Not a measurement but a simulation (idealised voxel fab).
Herein follows the process module entitled voxel self aligned vias.
cross-section cut | 290 nm wide | cells 5 nm
This document writes a cross-section as a grid whose cells are square, and gives it as bands, listed from the top down; one or more rows of cells form a band. Band entry format. Leading values: height of top, height of bottom, nm. Remainder: materials in left-to-right order, each with its width in nm. Special words: "all across" on a single material, which then fills the band edge to edge; "blank", empty space. Height reference: 0 = level under which incoming wafer is all one material. Lowest band: no bottom, runs on downward, e.g. "0 -> down". Width: "30->40" (first number = top row, second number = bottom row, same change from row to row of cells). It should be understood that the words "nothing changed", when stated for a given step, signify that the cross-section underwent no change in any of its cells during that step. Voids not open to the top, 8 cells minimum: see "Closed void listing". Written width x height at distance; distance is from the left edge; nm. Whatever follows a step's settings on its line is a remark the simulator itself makes about that step. The setting "overlay nm" may be written on the line of a step. When the step uses a mask, the value reports how far to the right of the planned place the mask lay, and a negative value reports that it lay to the left.
Process steps - plan:
1,RECEIVE with material Si
2,CONFORMAL_DEP with material SiO2, thk nm 10
3,CONFORMAL_DEP with material SiCN, thk nm 5
4,DIRECTIONAL_DEP with material SiO2, thk nm 20
5,MASKED_ETCH with tone open, mask id LINES, width nm 25, pitch nm 50, etch materials SiO2, depth nm 20, overlay nm 0
6,CONFORMAL_DEP with material TiN, thk nm 5
7,FILL_DEP with material Ru, thk nm 5
8,CMP with height nm 35
9,SELECTIVE_ETCH with etch materials W Ru TiN, depth nm 5
10,FILL_DEP with material SiN, thk nm 10
11,CMP with height nm 35
12,DIRECTIONAL_DEP with material SiO2, thk nm 15
13,DIRECTIONAL_DEP with material aC, thk nm 10
14,PATTERN with tone open, mask id VIAS, material resist, width nm 35, pitch nm 50, thk nm 30, overlay nm -15
15,DIRECTIONAL_ETCH with etch materials aC, depth nm 10
16,STRIP with etch materials resist
17,DIRECTIONAL_ETCH with etch materials SiO2, depth nm 15
18,DIRECTIONAL_ETCH with etch materials SiN, depth nm 5
19,STRIP with etch materials aC
20,CONFORMAL_DEP with material TiN, thk nm 5
21,FILL_DEP with material Cu, thk nm 5
22,CMP with height nm 50
23,CONFORMAL_DEP with material SiN, thk nm 5
For clarity, it should be stated that the wafers under discussion commence in an identical condition and differ with respect to the overlay nm of step 14, the plan indicating the value that the first wafer had.
After step 1, as received: first of several wafers, cross-section:
	0 -> down: Si all across
	Closed void listing: none
After the module's final step, step 23: the first of several wafers in cross-section:
	55 -> 50: SiN all across
	50 -> 40: SiO2 (85) / TiN (5) / Cu (25) / TiN (5) / SiO2 (15) / TiN (5) / Cu (25) / TiN (5) / SiO2 (120)
	40 -> 35: SiO2 (85) / TiN (25) / Cu (5) / TiN (5) / SiO2 (15) / TiN (25) / Cu (5) / TiN (5) / SiO2 (120)
	35 -> 30: SiO2 (105) / TiN (15) / SiN (10) / SiO2 (25) / TiN (15) / SiN (10) / SiO2 (110)
	30 -> 20: SiO2 (105) / TiN (5) / Ru (15) / TiN (5) / SiO2 (25) / TiN (5) / Ru (15) / TiN (5) / SiO2 (110)
	20 -> 15: SiO2 (105) / TiN (25) / SiO2 (25) / TiN (25) / SiO2 (110)
	15 -> 10: SiCN all across
	10 -> 0: SiO2 all across
	0 -> down: Si all across
	Closed void listing: none
Last wafer, end of module, cross-section:
	55 -> 50: SiN all across
	50 -> 40: SiO2 (115) / TiN (5) / Cu (25) / TiN (5) / SiO2 (15) / TiN (5) / Cu (25) / TiN (5) / SiO2 (90)
	40 -> 35: SiO2 (115) / TiN (5) / Cu (5) / TiN (25) / SiO2 (15) / TiN (5) / Cu (5) / TiN (25) / SiO2 (90)
	35 -> 30: SiO2 (105) / SiN (10) / TiN (15) / SiO2 (25) / SiN (10) / TiN (15) / SiO2 (110)
	30 -> 20: SiO2 (105) / TiN (5) / Ru (15) / TiN (5) / SiO2 (25) / TiN (5) / Ru (15) / TiN (5) / SiO2 (110)
	20 -> 15: SiO2 (105) / TiN (25) / SiO2 (25) / TiN (25) / SiO2 (110)
	15 -> 10: SiCN all across
	10 -> 0: SiO2 all across
	0 -> down: Si all across
	Closed void listing: none
Below is a per-wafer table. In it, each row describes the wafer at the end of the module by giving, for each material, the number of cells gained (+) or lost (-) since the wafer was received, and after that the closed voids of the wafer:
overlay nm -15, +22 Cu, +12 Ru, +58 SiCN, +62 SiN, +440 SiO2, +44 TiN, Closed void listing: none
overlay nm -10, +24 Cu, +12 Ru, +58 SiCN, +60 SiN, +440 SiO2, +44 TiN, Closed void listing: none
overlay nm -5, +26 Cu, +12 Ru, +58 SiCN, +58 SiN, +440 SiO2, +44 TiN, Closed void listing: none
overlay nm 0, +26 Cu, +12 Ru, +58 SiCN, +58 SiN, +440 SiO2, +44 TiN, Closed void listing: none
overlay nm 5, +26 Cu, +12 Ru, +58 SiCN, +58 SiN, +440 SiO2, +44 TiN, Closed void listing: none
overlay nm 10, +24 Cu, +12 Ru, +58 SiCN, +60 SiN, +440 SiO2, +44 TiN, Closed void listing: none
overlay nm 15, +22 Cu, +12 Ru, +58 SiCN, +62 SiN, +440 SiO2, +44 TiN, Closed void listing: none
